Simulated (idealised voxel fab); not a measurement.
process module | voxel transistor to metal
For reference, the cross-section in this document is cut, with width 165 nm and square cells of 5 nm.
Cross-section = grid of square cells, listed top down in bands; band = one or more rows. For a band, the entry starts with two heights in nm, that of the top and then that of the bottom, and carries on with the band's materials in order from left to right, each alongside its width in nm; the word "throughout" beside a single material means it fills the band edge to edge, and "empty" means empty space. Ref level 0: as-received wafer is one material below here. Bottom band extends down with no lower bound ("0 nm and below"). You'd read "30..40" like this: the band's top row of cells is as wide as the first number, its bottom row is as wide as the second, and going down, every row changes width by the same amount as the row before did. For the purposes of this document, the phrase "no change occurred" attached to a step denotes that no cell within the cross-section was modified by that step. For the entry "Sealed-off cavities", the listed items are empty spaces with no open way to the top whose size is 8 cells or more; each item follows the pattern width x height at distance, where distance is from the left edge and all three are in nm. The remark found on a step's line after its settings is issued by the simulator itself and pertains to that step. A step's line can hold "overlay nm"; with a mask on that step, the setting says how far right of the planned place the mask lay, while a negative setting says it lay to the left.
Planned step list for the process
step 1: RECEIVE [material Si]
step 2: CONFORMAL_DEP [material SiO2] [thk nm 5]
step 3: CONFORMAL_DEP [material SiN] [thk nm 10]
step 4: DIRECTIONAL_DEP [material aC] [thk nm 15]
step 5: PATTERN [tone cover] [mask id ACTIVE] [material resist] [width nm 105] [thk nm 30] [overlay nm 0]
step 6: DIRECTIONAL_ETCH [etch materials aC] [depth nm 15]
step 7: STRIP [etch materials resist]
step 8: DIRECTIONAL_ETCH [etch materials SiN] [depth nm 10]
step 9: DIRECTIONAL_ETCH [etch materials SiO2] [depth nm 5]
step 10: DIRECTIONAL_ETCH [etch materials Si] [depth nm 35]
step 11: STRIP [etch materials aC]
step 12: FILL_DEP [material SiO2] [thk nm 10]
step 13: CMP [height nm 15]
step 14: SELECTIVE_ETCH [etch materials SiO2] [depth nm 5]
step 15: STRIP [etch materials SiN]
step 16: SELECTIVE_ETCH [etch materials SiO2] [depth nm 5]
step 17: OXIDIZE [depth nm 5]
step 18: DIRECTIONAL_DEP [material polySi] [thk nm 30]
step 19: DIRECTIONAL_DEP [material SiCN] [thk nm 10]
step 20: PATTERN [tone cover] [mask id GATE] [material resist] [width nm 25] [thk nm 20] [overlay nm 0]
step 21: DIRECTIONAL_ETCH [etch materials SiCN] [depth nm 20]
step 22: DIRECTIONAL_ETCH [etch materials polySi] [depth nm 40]
step 23: STRIP [etch materials resist]
step 24: CONFORMAL_DEP [material SiN] [thk nm 10]
step 25: DIRECTIONAL_ETCH [etch materials SiN] [depth nm 10]
step 26: DIRECTIONAL_ETCH [etch materials SiO2] [depth nm 5]
step 27: DIRECTIONAL_ETCH [etch materials Si] [depth nm 5]
step 28: EPI [material pSi] [thk nm 5]
step 29: FILL_DEP [material SiO2] [thk nm 10]
step 30: CMP [height nm 40]
step 31: DIRECTIONAL_DEP [material SiO2] [thk nm 15]
step 32: PATTERN [tone open] [mask id CONTACT] [material resist] [width nm 20] [pitch nm 65] [thk nm 20] [overlay nm 0]
step 33: DIRECTIONAL_ETCH [etch materials SiO2] [depth nm 60]
step 34: STRIP [etch materials resist]
step 35: CONFORMAL_DEP [material TiN] [thk nm 5]
step 36: FILL_DEP [material Ru] [thk nm 5]
step 37: CMP [height nm 55]
step 38: DIRECTIONAL_DEP [material TiN] [thk nm 5]
step 39: DIRECTIONAL_DEP [material Ru] [thk nm 20]
step 40: PATTERN [tone cover] [mask id METAL_1] [material resist] [width nm 15] [pitch nm 80] [thk nm 20] [overlay nm 0]
step 41: DIRECTIONAL_ETCH [etch materials Ru] [depth nm 20]
step 42: DIRECTIONAL_ETCH [etch materials TiN] [depth nm 5]
step 43: STRIP [etch materials resist]
step 44: CONFORMAL_DEP [material SiN] [thk nm 5]
step 45: FILL_DEP [material lowk] [thk nm 10]
step 46: CMP [height nm 80]
step 47: CONFORMAL_DEP [material SiN] [thk nm 5]
Keep in mind the plan's value for the width nm of step 32 comes from the first wafer; the wafers don't share that setting, but they do share the same starting point.
Incoming state of the first of several wafers in cross-section: after step 1
* 0 nm and below  Si throughout
* Sealed-off cavities: none
Per wafer (row), end of module: delta in cells per material since receipt, (+) for gained, (-) for lost; closed voids after that
width nm 20; +66 Ru; -115 Si; +10 SiCN; +112 SiN; +294 SiO2; +58 TiN; +92 lowk; +14 pSi; +30 polySi; Sealed-off cavities: none
width nm 25; +78 Ru; -115 Si; +10 SiCN; +112 SiN; +280 SiO2; +60 TiN; +92 lowk; +14 pSi; +30 polySi; Sealed-off cavities: none
width nm 30; +90 Ru; -115 Si; +10 SiCN; +112 SiN; +266 SiO2; +62 TiN; +92 lowk; +14 pSi; +30 polySi; Sealed-off cavities: none
width nm 35; +101 Ru; -115 Si; +10 SiCN; +112 SiN; +253 SiO2; +64 TiN; +92 lowk; +14 pSi; +30 polySi; Sealed-off cavities: none
width nm 40; +112 Ru; -115 Si; +10 SiCN; +112 SiN; +240 SiO2; +66 TiN; +92 lowk; +14 pSi; +30 polySi; Sealed-off cavities: none
width nm 45; +123 Ru; -115 Si; +10 SiCN; +112 SiN; +227 SiO2; +68 TiN; +92 lowk; +14 pSi; +30 polySi; Sealed-off cavities: none
